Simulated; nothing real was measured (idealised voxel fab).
This section sets out a process module, namely voxel plated lines.
225 nm wide, 5 nm square cells: that's cross-section cut.
Cross-section spec: square-cell grid; bands listed top down; each band is one or more rows. Each band's line starts with the height of the band's top and of its bottom, in nm. Then come its materials from left to right, each with its width in nm. One material with "throughout" fills the band from edge to edge. "blank" is empty space. It should be noted that heights are counted from 0, beneath which the wafer as supplied is of one material throughout, and that the lowest band possesses no lower boundary but continues downward, as written in "top 0, no bottom". Read "30 to 40" as a graded width: first number on top, second number at the bottom, same change between each pair of neighbouring rows. You'll sometimes find "remains unaltered" written for a step, and that's the way of saying that nowhere in the cross-section did a cell change during that step. Any empty space of 8 cells or more lacking an open way to the top shows up in "Enclosed void catalog" as width x height at distance, distance from the left edge, in nm. If you see something after the settings on a step's line, that's the simulator's own remark about that step. overlay nm, on a step with a mask: how far to the right of its planned place the mask lay; to the left if negative.
Plan:
step 1: RECEIVE,material Si
step 2: CONFORMAL_DEP,material Al2O3,thk nm 10
step 3: DIRECTIONAL_DEP,material TiN,thk nm 5
step 4: PATTERN,tone open,mask id LINES,material resist,width nm 25,pitch nm 55,thk nm 15,overlay nm 0
step 5: EPI,material Ru,thk nm 10
step 6: STRIP,etch materials resist
step 7: DIRECTIONAL_ETCH,etch materials TiN,depth nm 5
step 8: CONFORMAL_DEP,material SiO2,thk nm 10
First wafer out of two, processed as planned:
Step 1 complete: cross-section of the wafer as received:
- top 0, no bottom = Si throughout
- Enclosed void catalog: none
Wafer xsec, post step 2:
- top 10, bottom 0 = Al2O3 throughout
- At heights below 0, the structure remains unaltered.
Wafer xsec, post step 3:
- top 15, bottom 10 = TiN throughout
- At heights below 10, the structure remains unaltered.
Wafer xsec, post step 4:
- top 30, bottom 15 = 70 of resist; 25 of blank; 30 of resist; 25 of blank; 75 of resist
- At heights below 15, the structure remains unaltered.
Wafer xsec, post step 5:
- top 30, bottom 25 = 70 of resist; 25 of blank; 30 of resist; 25 of blank; 75 of resist
- top 25, bottom 15 = 70 of resist; 25 of Ru; 30 of resist; 25 of Ru; 75 of resist
- At heights below 15, the structure remains unaltered.
Wafer xsec, post step 6:
- top 25, bottom 15 = 70 of blank; 25 of Ru; 30 of blank; 25 of Ru; 75 of blank
- At heights below 15, the structure remains unaltered.
Wafer xsec, post step 7:
- top 25, bottom 15 = 70 of blank; 25 of Ru; 30 of blank; 25 of Ru; 75 of blank
- top 15, bottom 10 = 70 of blank; 25 of TiN; 30 of blank; 25 of TiN; 75 of blank
- At heights below 10, the structure remains unaltered.
Wafer xsec, post step 8:
- top 35, bottom 25 = 60 of blank; 45 of SiO2; 10 of blank; 45 of SiO2; 65 of blank
- top 25, bottom 20 = 60 of blank; 10 of SiO2; 25 of Ru; 10 of SiO2; 10 of blank; 10 of SiO2; 25 of Ru; 10 of SiO2; 65 of blank
- top 20, bottom 15 = 70 of SiO2; 25 of Ru; 30 of SiO2; 25 of Ru; 75 of SiO2
- top 15, bottom 10 = 70 of SiO2; 25 of TiN; 30 of SiO2; 25 of TiN; 75 of SiO2
- At heights below 10, the structure remains unaltered.
For the second wafer, take the first wafer's start and plan, then add one mistake made in running it; everything through step 1, that step included, is shared with the first:
Second wafer, cut view, end of step 2 per plan:
- top 5, bottom 0 = TiN throughout
- At heights below 0, the structure remains unaltered.
Second wafer, cut view, end of step 3 per plan:
- top 15, bottom 5 = Al2O3 throughout
- At heights below 5, the structure remains unaltered.
Second wafer, cut view, end of step 4 per plan:
- top 30, bottom 15 = 70 of resist; 25 of blank; 30 of resist; 25 of blank; 75 of resist
- At heights below 15, the structure remains unaltered.
Second wafer, cut view, end of step 5 per plan: remains unaltered
Second wafer, cut view, end of step 6 per plan:
- top 15, bottom 5 = Al2O3 throughout
- At heights below 5, the structure remains unaltered.
Second wafer, cut view, end of step 7 per plan: remains unaltered
Second wafer, cut view, end of step 8 per plan:
- top 25, bottom 15 = SiO2 throughout
- At heights below 15, the structure remains unaltered.
The plan and the run diverged here: the processing plan was not followed for steps 2 and 3, which were run with their positions exchanged
Looking at both finished wafers in cells, the second ends up ahead of or behind the first on some materials: Ru: 20 fewer, SiO2: 24 fewer, TiN: 35 more
